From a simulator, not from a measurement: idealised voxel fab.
This section sets out a process module, namely voxel capacitor over wiring.
cross-section cut | 170 nm wide | cells 5 nm
Cross-section format: a grid of square cells, given as bands from top to bottom; each band is one or more rows of cells. Top, bottom (nm), then materials left to right with widths (nm); lone material tagged "everywhere" fills the whole band edge to edge; "empty" = empty space. Beneath 0, the wafer as received is one material, and that level is where height counting begins. The lowest band goes on downward without a bottom; it is written like "z 0 and below". Think of "30->40" as a width that walks from the first number to the second as you go down the band, top row to bottom row, taking equal-sized steps from row to row. Basically "no modification" means that step didn't change any cell in the cross-section. Empty spaces counting at least 8 cells and having no open way to the top are listed in "Closed void listing". The notation width x height at distance is used for each, the distance being from the left edge and all three values in nm. Step line, after settings: the simulator's comment on this step. overlay nm: right-of-plan distance of the mask on a masked step; negative values mean left-of-plan.

The following list gives the planned process steps:
- 1: RECEIVE with material Si
- 2: CONFORMAL_DEP with material SiO2, thk nm 10
- 3: DIRECTIONAL_DEP with material TiN, thk nm 5
- 4: DIRECTIONAL_DEP with material Ru, thk nm 15
- 5: PATTERN with tone cover, mask id METAL_1, material resist, width nm 25, pitch nm 85, thk nm 15, overlay nm 0
- 6: DIRECTIONAL_ETCH with etch materials Ru, depth nm 15
- 7: DIRECTIONAL_ETCH with etch materials TiN, depth nm 5
- 8: STRIP with etch materials resist
- 9: FILL_DEP with material lowk, thk nm 10
- 10: CMP with height nm 30
- 11: CONFORMAL_DEP with material SiCN, thk nm 5
- 12: DIRECTIONAL_DEP with material lowk, thk nm 10
- 13: PATTERN with tone open, mask id PLUG_1, material resist, width nm 15, thk nm 15, overlay nm 0
- 14: DIRECTIONAL_ETCH with etch materials lowk, depth nm 10
- 15: DIRECTIONAL_ETCH with etch materials SiCN, depth nm 5
- 16: STRIP with etch materials resist
- 17: EPI with material Ru, thk nm 10
- 18: EPI with material Ru, thk nm 5
- 19: DIRECTIONAL_DEP with material TiN, thk nm 10
- 20: DIRECTIONAL_DEP with material Al2O3, thk nm 5
- 21: DIRECTIONAL_DEP with material TiN, thk nm 5
- 22: MASKED_ETCH with tone cover, mask id UPPER_PLATE, width nm 65, etch materials TiN, depth nm 5, overlay nm 0
- 23: MASKED_ETCH with tone cover, mask id UPPER_PLATE, width nm 65, etch materials Al2O3, depth nm 5, overlay nm 0
- 24: DIRECTIONAL_DEP with material aC, thk nm 15
- 25: PATTERN with tone cover, mask id LOWER_PLATE, material resist, width nm 75, thk nm 35, overlay nm 0
- 26: DIRECTIONAL_ETCH with etch materials aC, depth nm 15
- 27: STRIP with etch materials resist
- 28: DIRECTIONAL_ETCH with etch materials TiN, depth nm 10
- 29: STRIP with etch materials aC
- 30: FILL_DEP with material SiO2, thk nm 20
- 31: CMP with height nm 80
- 32: DIRECTIONAL_DEP with material aC, thk nm 15
- 33: PATTERN with tone open, mask id PLUG_2, material resist, width nm 15, thk nm 30, overlay nm 0
- 34: DIRECTIONAL_ETCH with etch materials aC, depth nm 15
- 35: STRIP with etch materials resist
- 36: DIRECTIONAL_ETCH with etch materials SiO2, depth nm 15
- 37: STRIP with etch materials aC
- 38: CONFORMAL_DEP with material TiN, thk nm 5
- 39: FILL_DEP with material Cu, thk nm 5
- 40: CMP with height nm 80
- 41: CONFORMAL_DEP with material SiN, thk nm 5

Cross-section of the wafer at receipt, which is the condition after step 1:
- z 0 and below | Si everywhere
- Closed void listing: none

Same starting wafer, same plan as above, one mistake in the execution; this is the cross-section at the end of the module:
- z 85 to 80 | SiN everywhere
- z 80 to 70 | 50 SiO2, 5 TiN, 5 Cu, 5 TiN, 105 SiO2
- z 70 to 60 | 50->40 SiO2, 15->65 TiN, 105->65 SiO2
- z 60 to 55 | 40 SiO2, 65 Al2O3, 65 SiO2
- z 55 to 45 | 35 SiO2, 75 TiN, 60 SiO2
- z 45 to 35 | 40 lowk, 15 Ru, 115 lowk
- z 35 to 30 | 40 SiCN, 15 Ru, 115 SiCN
- z 30 to 15 | 25 lowk, 35 Ru, 50 lowk, 35 Ru, 25 lowk
- z 15 to 10 | 25 lowk, 35 TiN, 50 lowk, 35 TiN, 25 lowk
- z 10 to 0 | SiO2 everywhere
- z 0 and below | Si everywhere
- Closed void listing: none
So what did we get wrong on this run? note that step 5 departed from the planned setting and was carried out as PATTERN with tone cover, mask id METAL_1, material resist, width nm 35, pitch nm 85, thk nm 15, overlay nm 0
